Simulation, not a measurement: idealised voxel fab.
The name of this process module is voxel wiring stack.
Square cell edge 5 nm, section width 295 nm, ID cut.
Cross-section format: a grid of square cells, given as bands from top to bottom; each band is one or more rows of cells.
Read a band's entry like this: the first values are the height of its top and the height of its bottom in nm, and what follows is the sequence of materials from left to right, each with its width in nm. Note that "blank" is empty space, and that a single material marked "edge to edge" reaches across the band from edge to edge.
It should be noted that heights are counted from 0, beneath which the wafer as supplied is of one material throughout, and that the lowest band possesses no lower boundary but continues downward, as written in "top 0, no bottom".
Per-row width for "30 to 40": begins at first number (top row of band), ends at second number (bottom row), increment between rows held constant.
For the purposes of this document, the phrase "no alterations made" attached to a step denotes that no cell within the cross-section was modified by that step.
Under "Closed void roster" you'll find the enclosed gaps, the ones with no way out to the top, that are 8 cells or bigger; each reads width x height at distance, with distance counted from the left edge, everything in nm.
On a step's line, text after the settings is the simulator commenting on that step.
Steps that use a mask can have "overlay nm" on their line. It says how far the mask sat to the right of where it was meant to be. Negative means to the left.
**Process steps foreseen in the plan**
1: RECEIVE,material Si
2: CONFORMAL_DEP,material SiO2,thk nm 10
3: DIRECTIONAL_DEP,material TiN,thk nm 5
4: DIRECTIONAL_DEP,material Ru,thk nm 20
5: PATTERN,tone cover,mask id METAL_1,material resist,width nm 30,pitch nm 50,thk nm 15,overlay nm 0
6: DIRECTIONAL_ETCH,etch materials Ru,depth nm 20
7: DIRECTIONAL_ETCH,etch materials TiN,depth nm 5
8: STRIP,etch materials resist
9: FILL_DEP,material lowk,thk nm 10
10: CMP,height nm 35
11: CONFORMAL_DEP,material SiCN,thk nm 5
12: DIRECTIONAL_DEP,material lowk,thk nm 20
13: PATTERN,tone open,mask id PLUG_1,material resist,width nm 15,pitch nm 50,thk nm 20,overlay nm 0
14: DIRECTIONAL_ETCH,etch materials lowk,depth nm 20
15: DIRECTIONAL_ETCH,etch materials SiCN,depth nm 5
16: STRIP,etch materials resist
17: EPI,material Ru,thk nm 10
18: EPI,material Ru,thk nm 10
19: EPI,material Ru,thk nm 5
20: DIRECTIONAL_DEP,material TiN,thk nm 5
21: DIRECTIONAL_DEP,material W,thk nm 20
22: MASKED_ETCH,tone cover,mask id METAL_2,width nm 30,pitch nm 50,etch materials W,depth nm 20,overlay nm 0
23: MASKED_ETCH,tone cover,mask id METAL_2,width nm 30,pitch nm 50,etch materials TiN,depth nm 5,overlay nm 0
24: CONFORMAL_DEP,material SiN,thk nm 5
25: FILL_DEP,material SiO2,thk nm 10
26: CMP,height nm 85
27: CONFORMAL_DEP,material SiCN,thk nm 5
**This is the cross-section of the wafer as we received it, i.e. after step 1**
- top 0, no bottom: Si edge to edge
- Closed void roster: none
**End-of-module cross-section. Starting structure and process plan as above; one mistake made in running it**
- top 90, bottom 85: SiCN edge to edge
- top 85, bottom 65: 75 nm W, then 5 nm SiN, then 30 nm W, then 5 nm SiN, then 10 nm W, then 5 nm SiN, then 30 nm W, then 5 nm SiN, then 10 nm W, then 5 nm SiN, then 30 nm W, then 5 nm SiN, then 80 nm W
- top 65, bottom 60: 80 nm SiN, then 30 nm TiN, then 20 nm SiN, then 30 nm TiN, then 20 nm SiN, then 30 nm TiN, then 85 nm SiN
- top 60, bottom 40: 80 nm lowk, then 15 nm Ru, then 35 nm lowk, then 15 nm Ru, then 35 nm lowk, then 15 nm Ru, then 100 nm lowk
- top 40, bottom 35: 80 nm SiCN, then 15 nm Ru, then 35 nm SiCN, then 15 nm Ru, then 35 nm SiCN, then 15 nm Ru, then 100 nm SiCN
- top 35, bottom 15: 80 nm lowk, then 30 nm Ru, then 20 nm lowk, then 30 nm Ru, then 20 nm lowk, then 30 nm Ru, then 85 nm lowk
- top 15, bottom 10: 80 nm lowk, then 30 nm TiN, then 20 nm lowk, then 30 nm TiN, then 20 nm lowk, then 30 nm TiN, then 85 nm lowk
- top 10, bottom 0: SiO2 edge to edge
- top 0, no bottom: Si edge to edge
- Closed void roster: none
Here's what went sideways: step 25 did not use the planned setting and instead ran as FILL_DEP,material W,thk nm 10
